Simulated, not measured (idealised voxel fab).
Title: Process Module voxel capacitor over wiring
Square cells of 5 nm make up the cross-section cut, whose width is 285 nm.
A cross-section in this document is a grid of square cells, and it is written down as bands, the top band listed before the ones below it; a band is made up of one or more rows of cells. What a band's entry tells you: where the top is and where the bottom is, as heights in nm, and after that what lies inside, material by material from left to right, each with its width in nm. Empty space is written as the word "empty", and a single material marked with the word "edge to edge" occupies the band from edge to edge. Zero point of the height axis is 0; under it, received wafer = one material. Lowest band: continues down indefinitely, "0 down". Width spec "30 to 40" -> top row of cells at first value, bottom row at second value, equal per-row change in between. You'll sometimes find "changes: none" written for a step, and that's the way of saying that nowhere in the cross-section did a cell change during that step. So "Fully closed voids" is basically the list of trapped voids: any empty space of 8 cells or more that can't reach the top through an opening. They're written width x height at distance, the distance being from the left edge, and it's all nm. The remark found on a step's line after its settings is issued by the simulator itself and pertains to that step. "overlay nm", when on a step's line for a step with a mask, measures how far to the right of its planned place the mask lay; a negative measure means to the left.
-- So here's the lineup of process steps we planned
- 1: op RECEIVE | material Si
- 2: op CONFORMAL_DEP | material SiO2 | thk nm 10
- 3: op CONFORMAL_DEP | material SiN | thk nm 5
- 4: op DIRECTIONAL_DEP | material SiO2 | thk nm 20
- 5: op MASKED_ETCH | tone open | mask id METAL_1 | width nm 30 | pitch nm 90 | etch materials SiO2 | depth nm 20 | overlay nm 0
- 6: op MASKED_ETCH | tone open | mask id METAL_1 | width nm 30 | pitch nm 90 | etch materials SiN | depth nm 5 | overlay nm 0
- 7: op CONFORMAL_DEP | material TiN | thk nm 5
- 8: op FILL_DEP | material W | thk nm 5
- 9: op CMP | height nm 35
- 10: op CONFORMAL_DEP | material SiCN | thk nm 5
- 11: op DIRECTIONAL_DEP | material SiO2 | thk nm 15
- 12: op PATTERN | tone open | mask id PLUG_1 | material resist | width nm 15 | thk nm 15 | overlay nm 0
- 13: op DIRECTIONAL_ETCH | etch materials SiO2 | depth nm 15
- 14: op DIRECTIONAL_ETCH | etch materials SiCN | depth nm 5
- 15: op STRIP | etch materials resist
- 16: op EPI | material Ru | thk nm 10
- 17: op EPI | material Ru | thk nm 10
- 18: op DIRECTIONAL_DEP | material TiN | thk nm 10
- 19: op DIRECTIONAL_DEP | material SiN | thk nm 5
- 20: op DIRECTIONAL_DEP | material TiN | thk nm 5
- 21: op DIRECTIONAL_DEP | material aC | thk nm 15
- 22: op PATTERN | tone cover | mask id UPPER_PLATE | material resist | width nm 65 | thk nm 30 | overlay nm 0
- 23: op DIRECTIONAL_ETCH | etch materials aC | depth nm 15
- 24: op STRIP | etch materials resist
- 25: op DIRECTIONAL_ETCH | etch materials TiN | depth nm 5
- 26: op DIRECTIONAL_ETCH | etch materials SiN | depth nm 5
- 27: op STRIP | etch materials aC
- 28: op DIRECTIONAL_DEP | material aC | thk nm 15
- 29: op PATTERN | tone cover | mask id LOWER_PLATE | material resist | width nm 75 | thk nm 35 | overlay nm 0
- 30: op DIRECTIONAL_ETCH | etch materials aC | depth nm 15
- 31: op STRIP | etch materials resist
- 32: op DIRECTIONAL_ETCH | etch materials TiN | depth nm 10
- 33: op STRIP | etch materials aC
- 34: op FILL_DEP | material SiO2 | thk nm 15
- 35: op CMP | height nm 85
- 36: op DIRECTIONAL_DEP | material aC | thk nm 15
- 37: op PATTERN | tone open | mask id PLUG_2 | material resist | width nm 15 | thk nm 35 | overlay nm 0
- 38: op DIRECTIONAL_ETCH | etch materials aC | depth nm 15
- 39: op STRIP | etch materials resist
- 40: op DIRECTIONAL_ETCH | etch materials SiO2 | depth nm 10
- 41: op STRIP | etch materials aC
- 42: op CONFORMAL_DEP | material TiN | thk nm 5
- 43: op FILL_DEP | material Ru | thk nm 5
- 44: op CMP | height nm 85
- 45: op CONFORMAL_DEP | material SiN | thk nm 5
-- First of two wafers: run as planned
-- Incoming wafer, cross-sectional view, post step 1
> 0 down: Si edge to edge
> Fully closed voids: none
-- Presented here is a cross-section of the wafer after step 2 has been performed
> 10 to 0: SiO2 edge to edge
> All layers under 0 are left as they were.
-- Presented here is a cross-section of the wafer after step 3 has been performed
> 15 to 10: SiN edge to edge
> All layers under 10 are left as they were.
-- Presented here is a cross-section of the wafer after step 4 has been performed
> 35 to 15: SiO2 edge to edge
> All layers under 15 are left as they were.
-- Presented here is a cross-section of the wafer after step 5 has been performed
> 35 to 15: SiO2 80 nm / empty 30 nm / SiO2 60 nm / empty 30 nm / SiO2 85 nm
> All layers under 15 are left as they were.
-- Presented here is a cross-section of the wafer after step 6 has been performed
> 35 to 15: SiO2 80 nm / empty 30 nm / SiO2 60 nm / empty 30 nm / SiO2 85 nm
> 15 to 10: SiN 80 nm / empty 30 nm / SiN 60 nm / empty 30 nm / SiN 85 nm
> All layers under 10 are left as they were.
-- Presented here is a cross-section of the wafer after step 7 has been performed
> 40 to 35: TiN 85 nm / empty 20 nm / TiN 70 nm / empty 20 nm / TiN 90 nm
> 35 to 15: SiO2 80 nm / TiN 5 nm / empty 20 nm / TiN 5 nm / SiO2 60 nm / TiN 5 nm / empty 20 nm / TiN 5 nm / SiO2 85 nm
> 15 to 10: SiN 80 nm / TiN 30 nm / SiN 60 nm / TiN 30 nm / SiN 85 nm
> All layers under 10 are left as they were.
-- Presented here is a cross-section of the wafer after step 8 has been performed
> 45 to 40: W edge to edge
> 40 to 35: TiN 85 nm / W 20 nm / TiN 70 nm / W 20 nm / TiN 90 nm
> 35 to 15: SiO2 80 nm / TiN 5 nm / W 20 nm / TiN 5 nm / SiO2 60 nm / TiN 5 nm / W 20 nm / TiN 5 nm / SiO2 85 nm
> All layers under 15 are left as they were.
-- Presented here is a cross-section of the wafer after step 9 has been performed
> 35 to 15: SiO2 80 nm / TiN 5 nm / W 20 nm / TiN 5 nm / SiO2 60 nm / TiN 5 nm / W 20 nm / TiN 5 nm / SiO2 85 nm
> All layers under 15 are left as they were.
-- Presented here is a cross-section of the wafer after step 10 has been performed
> 40 to 35: SiCN edge to edge
> All layers under 35 are left as they were.
-- Presented here is a cross-section of the wafer after step 11 has been performed
> 55 to 40: SiO2 edge to edge
> All layers under 40 are left as they were.
-- Presented here is a cross-section of the wafer after step 12 has been performed
> 70 to 55: resist 95 nm / empty 15 nm / resist 175 nm
> All layers under 55 are left as they were.
-- Presented here is a cross-section of the wafer after step 13 has been performed
> 70 to 55: resist 95 nm / empty 15 nm / resist 175 nm
> 55 to 40: SiO2 95 nm / empty 15 nm / SiO2 175 nm
> All layers under 40 are left as they were.
-- Presented here is a cross-section of the wafer after step 14 has been performed
> 70 to 55: resist 95 nm / empty 15 nm / resist 175 nm
> 55 to 40: SiO2 95 nm / empty 15 nm / SiO2 175 nm
> 40 to 35: SiCN 95 nm / empty 15 nm / SiCN 175 nm
> All layers under 35 are left as they were.
-- Presented here is a cross-section of the wafer after step 15 has been performed
> 55 to 40: SiO2 95 nm / empty 15 nm / SiO2 175 nm
> All layers under 40 are left as they were.
-- Presented here is a cross-section of the wafer after step 16 has been performed
> 55 to 45: SiO2 95 nm / empty 15 nm / SiO2 175 nm
> 45 to 40: SiO2 95 nm / Ru 15 nm / SiO2 175 nm
> 40 to 35: SiCN 95 nm / Ru 15 nm / SiCN 175 nm
> All layers under 35 are left as they were.
-- Presented here is a cross-section of the wafer after step 17 has been performed
> 55 to 40: SiO2 95 nm / Ru 15 nm / SiO2 175 nm
> All layers under 40 are left as they were.
-- Presented here is a cross-section of the wafer after step 18 has been performed
> 65 to 55: TiN edge to edge
> All layers under 55 are left as they were.
-- Presented here is a cross-section of the wafer after step 19 has been performed
> 70 to 65: SiN edge to edge
> All layers under 65 are left as they were.
-- Presented here is a cross-section of the wafer after step 20 has been performed
> 75 to 70: TiN edge to edge
> All layers under 70 are left as they were.
-- Presented here is a cross-section of the wafer after step 21 has been performed
> 90 to 75: aC edge to edge
> All layers under 75 are left as they were.
-- Presented here is a cross-section of the wafer after step 22 has been performed
> 120 to 90: empty 95 nm / resist 65 nm / empty 125 nm
> All layers under 90 are left as they were.
-- Presented here is a cross-section of the wafer after step 23 has been performed
> 105 to 90: empty 95 nm / resist 65 nm / empty 125 nm
> 90 to 75: empty 95 nm / aC 65 nm / empty 125 nm
> All layers under 75 are left as they were.
-- Presented here is a cross-section of the wafer after step 24 has been performed
> 90 to 75: empty 95 nm / aC 65 nm / empty 125 nm
> All layers under 75 are left as they were.
-- Presented here is a cross-section of the wafer after step 25 has been performed
> 90 to 75: empty 95 nm / aC 65 nm / empty 125 nm
> 75 to 70: empty 95 nm / TiN 65 nm / empty 125 nm
> All layers under 70 are left as they were.
-- Presented here is a cross-section of the wafer after step 26 has been performed
> 90 to 75: empty 95 nm / aC 65 nm / empty 125 nm
> 75 to 70: empty 95 nm / TiN 65 nm / empty 125 nm
> 70 to 65: empty 95 nm / SiN 65 nm / empty 125 nm
> All layers under 65 are left as they were.
-- Presented here is a cross-section of the wafer after step 27 has been performed
> 75 to 70: empty 95 nm / TiN 65 nm / empty 125 nm
> All layers under 70 are left as they were.
-- Presented here is a cross-section of the wafer after step 28 has been performed
> 90 to 80: empty 95 nm / aC 65 nm / empty 125 nm
> 80 to 75: aC edge to edge
> 75 to 70: aC 95 nm / TiN 65 nm / aC 125 nm
> 70 to 65: aC 95 nm / SiN 65 nm / aC 125 nm
> All layers under 65 are left as they were.
-- Presented here is a cross-section of the wafer after step 29 has been performed
> 125 to 90: empty 90 nm / resist 75 nm / empty 120 nm
> 90 to 80: empty 90 nm / resist 5 nm / aC 65 nm / resist 5 nm / empty 120 nm
> All layers under 80 are left as they were.
-- Presented here is a cross-section of the wafer after step 30 has been performed
> 110 to 90: empty 90 nm / resist 75 nm / empty 120 nm
> 90 to 80: empty 90 nm / resist 5 nm / aC 65 nm / resist 5 nm / empty 120 nm
> 80 to 75: empty 90 nm / aC 75 nm / empty 120 nm
> 75 to 70: empty 90 nm / aC 5 nm / TiN 65 nm / aC 5 nm / empty 120 nm
> 70 to 65: empty 90 nm / aC 5 nm / SiN 65 nm / aC 5 nm / empty 120 nm
> All layers under 65 are left as they were.
-- Presented here is a cross-section of the wafer after step 31 has been performed
> 90 to 80: empty 95 nm / aC 65 nm / empty 125 nm
> All layers under 80 are left as they were.
-- Presented here is a cross-section of the wafer after step 32 has been performed
> 90 to 80: empty 95 nm / aC 65 nm / empty 125 nm
> 80 to 75: empty 90 nm / aC 75 nm / empty 120 nm
> 75 to 70: empty 90 nm / aC 5 nm / TiN 65 nm / aC 5 nm / empty 120 nm
> 70 to 65: empty 90 nm / aC 5 nm / SiN 65 nm / aC 5 nm / empty 120 nm
> 65 to 55: empty 90 nm / TiN 75 nm / empty 120 nm
> All layers under 55 are left as they were.
-- Presented here is a cross-section of the wafer after step 33 has been performed
> 75 to 70: empty 95 nm / TiN 65 nm / empty 125 nm
> 70 to 65: empty 95 nm / SiN 65 nm / empty 125 nm
> All layers under 65 are left as they were.
-- Presented here is a cross-section of the wafer after step 34 has been performed
> 90 to 75: SiO2 edge to edge
> 75 to 70: SiO2 95 nm / TiN 65 nm / SiO2 125 nm
> 70 to 65: SiO2 95 nm / SiN 65 nm / SiO2 125 nm
> 65 to 55: SiO2 90 nm / TiN 75 nm / SiO2 120 nm
> All layers under 55 are left as they were.
-- Presented here is a cross-section of the wafer after step 35 has been performed
> 85 to 75: SiO2 edge to edge
> All layers under 75 are left as they were.
-- Presented here is a cross-section of the wafer after step 36 has been performed
> 100 to 85: aC edge to edge
> All layers under 85 are left as they were.
-- Presented here is a cross-section of the wafer after step 37 has been performed
> 135 to 100: resist 105 nm / empty 15 nm / resist 165 nm
> All layers under 100 are left as they were.
-- Presented here is a cross-section of the wafer after step 38 has been performed
> 120 to 100: resist 105 nm / empty 15 nm / resist 165 nm
> 100 to 85: aC 105 nm / empty 15 nm / aC 165 nm
> All layers under 85 are left as they were.
-- Presented here is a cross-section of the wafer after step 39 has been performed
> 100 to 85: aC 105 nm / empty 15 nm / aC 165 nm
> All layers under 85 are left as they were.
-- Presented here is a cross-section of the wafer after step 40 has been performed
> 100 to 85: aC 105 nm / empty 15 nm / aC 165 nm
> 85 to 75: SiO2 105 nm / empty 15 nm / SiO2 165 nm
> All layers under 75 are left as they were.
-- Presented here is a cross-section of the wafer after step 41 has been performed
> 85 to 75: SiO2 105 nm / empty 15 nm / SiO2 165 nm
> All layers under 75 are left as they were.
-- Presented here is a cross-section of the wafer after step 42 has been performed
> 90 to 85: TiN 110 nm / empty 5 nm / TiN 170 nm
> 85 to 80: SiO2 105 nm / TiN 5 nm / empty 5 nm / TiN 5 nm / SiO2 165 nm
> 80 to 70: SiO2 105 to 95 nm / TiN 15 to 65 nm / SiO2 165 to 125 nm
> All layers under 70 are left as they were.
-- Presented here is a cross-section of the wafer after step 43 has been performed
> 95 to 90: Ru edge to edge
> 90 to 85: TiN 110 nm / Ru 5 nm / TiN 170 nm
> 85 to 80: SiO2 105 nm / TiN 5 nm / Ru 5 nm / TiN 5 nm / SiO2 165 nm
> All layers under 80 are left as they were.
-- Presented here is a cross-section of the wafer after step 44 has been performed
> 85 to 80: SiO2 105 nm / TiN 5 nm / Ru 5 nm / TiN 5 nm / SiO2 165 nm
> All layers under 80 are left as they were.
-- Presented here is a cross-section of the wafer after step 45 has been performed
> 90 to 85: SiN edge to edge
> All layers under 85 are left as they were.
-- Here the second wafer is described. Its start and its plan were those of the first wafer. Its run contained one mistake. Up to and including step 21, it did exactly what the first wafer did
-- Cross-sectional view of the second wafer at the intended end time of process step 22
> 120 to 90: empty 90 nm / resist 75 nm / empty 120 nm
> All layers under 90 are left as they were.
-- Cross-sectional view of the second wafer at the intended end time of process step 23
> 105 to 90: empty 90 nm / resist 75 nm / empty 120 nm
> 90 to 75: empty 90 nm / aC 75 nm / empty 120 nm
> All layers under 75 are left as they were.
-- Cross-sectional view of the second wafer at the intended end time of process step 24
> 90 to 75: empty 90 nm / aC 75 nm / empty 120 nm
> All layers under 75 are left as they were.
-- Cross-sectional view of the second wafer at the intended end time of process step 25
> 90 to 75: empty 90 nm / aC 75 nm / empty 120 nm
> 75 to 70: empty 90 nm / TiN 75 nm / empty 120 nm
> All layers under 70 are left as they were.
-- Cross-sectional view of the second wafer at the intended end time of process step 26
> 90 to 75: empty 90 nm / aC 75 nm / empty 120 nm
> 75 to 70: empty 90 nm / TiN 75 nm / empty 120 nm
> 70 to 65: empty 90 nm / SiN 75 nm / empty 120 nm
> All layers under 65 are left as they were.
-- Cross-sectional view of the second wafer at the intended end time of process step 27
> 75 to 70: empty 90 nm / TiN 75 nm / empty 120 nm
> All layers under 70 are left as they were.
-- Cross-sectional view of the second wafer at the intended end time of process step 28
> 90 to 80: empty 90 nm / aC 75 nm / empty 120 nm
> 80 to 75: aC edge to edge
> 75 to 70: aC 90 nm / TiN 75 nm / aC 120 nm
> 70 to 65: aC 90 nm / SiN 75 nm / aC 120 nm
> All layers under 65 are left as they were.
-- Cross-sectional view of the second wafer at the intended end time of process step 29
> 125 to 90: empty 90 nm / resist 75 nm / empty 120 nm
> All layers under 90 are left as they were.
-- Cross-sectional view of the second wafer at the intended end time of process step 30
> 110 to 90: empty 90 nm / resist 75 nm / empty 120 nm
> 90 to 75: empty 90 nm / aC 75 nm / empty 120 nm
> 75 to 70: empty 90 nm / TiN 75 nm / empty 120 nm
> 70 to 65: empty 90 nm / SiN 75 nm / empty 120 nm
> All layers under 65 are left as they were.
-- Cross-sectional view of the second wafer at the intended end time of process step 31
> 90 to 75: empty 90 nm / aC 75 nm / empty 120 nm
> All layers under 75 are left as they were.
-- Cross-sectional view of the second wafer at the intended end time of process step 32
> 90 to 75: empty 90 nm / aC 75 nm / empty 120 nm
> 75 to 70: empty 90 nm / TiN 75 nm / empty 120 nm
> 70 to 65: empty 90 nm / SiN 75 nm / empty 120 nm
> 65 to 55: empty 90 nm / TiN 75 nm / empty 120 nm
> All layers under 55 are left as they were.
-- Cross-sectional view of the second wafer at the intended end time of process step 33
> 75 to 70: empty 90 nm / TiN 75 nm / empty 120 nm
> All layers under 70 are left as they were.
-- Cross-sectional view of the second wafer at the intended end time of process step 34
> 90 to 75: SiO2 edge to edge
> 75 to 70: SiO2 90 nm / TiN 75 nm / SiO2 120 nm
> 70 to 65: SiO2 90 nm / SiN 75 nm / SiO2 120 nm
> 65 to 55: SiO2 90 nm / TiN 75 nm / SiO2 120 nm
> All layers under 55 are left as they were.
-- Cross-sectional view of the second wafer at the intended end time of process step 35
> 85 to 75: SiO2 edge to edge
> All layers under 75 are left as they were.
-- Cross-sectional view of the second wafer at the intended end time of process step 36
> 100 to 85: aC edge to edge
> All layers under 85 are left as they were.
-- Cross-sectional view of the second wafer at the intended end time of process step 37
> 135 to 100: resist 105 nm / empty 15 nm / resist 165 nm
> All layers under 100 are left as they were.
-- Cross-sectional view of the second wafer at the intended end time of process step 38
> 120 to 100: resist 105 nm / empty 15 nm / resist 165 nm
> 100 to 85: aC 105 nm / empty 15 nm / aC 165 nm
> All layers under 85 are left as they were.
-- Cross-sectional view of the second wafer at the intended end time of process step 39
> 100 to 85: aC 105 nm / empty 15 nm / aC 165 nm
> All layers under 85 are left as they were.
-- Cross-sectional view of the second wafer at the intended end time of process step 40
> 100 to 85: aC 105 nm / empty 15 nm / aC 165 nm
> 85 to 75: SiO2 105 nm / empty 15 nm / SiO2 165 nm
> All layers under 75 are left as they were.
-- Cross-sectional view of the second wafer at the intended end time of process step 41
> 85 to 75: SiO2 105 nm / empty 15 nm / SiO2 165 nm
> All layers under 75 are left as they were.
-- Cross-sectional view of the second wafer at the intended end time of process step 42
> 90 to 85: TiN 110 nm / empty 5 nm / TiN 170 nm
> 85 to 80: SiO2 105 nm / TiN 5 nm / empty 5 nm / TiN 5 nm / SiO2 165 nm
> 80 to 70: SiO2 105 to 90 nm / TiN 15 to 75 nm / SiO2 165 to 120 nm
> All layers under 70 are left as they were.
-- Cross-sectional view of the second wafer at the intended end time of process step 43
> 95 to 90: Ru edge to edge
> 90 to 85: TiN 110 nm / Ru 5 nm / TiN 170 nm
> 85 to 80: SiO2 105 nm / TiN 5 nm / Ru 5 nm / TiN 5 nm / SiO2 165 nm
> All layers under 80 are left as they were.
-- Cross-sectional view of the second wafer at the intended end time of process step 44
> 85 to 80: SiO2 105 nm / TiN 5 nm / Ru 5 nm / TiN 5 nm / SiO2 165 nm
> All layers under 80 are left as they were.
-- Cross-sectional view of the second wafer at the intended end time of process step 45
> 90 to 85: SiN edge to edge
> All layers under 85 are left as they were.
It is concluded that the wafer was processed incorrectly with respect to the plan, in that step 22 was run on a setting that differed from the plan, and what really ran there is op PATTERN | tone cover | mask id UPPER_PLATE | material resist | width nm 75 | thk nm 30 | overlay nm 0
Wafer comparison, final, in cells, second relative to first, materials more or fewer: +2 SiN | -4 SiO2 | +2 TiN
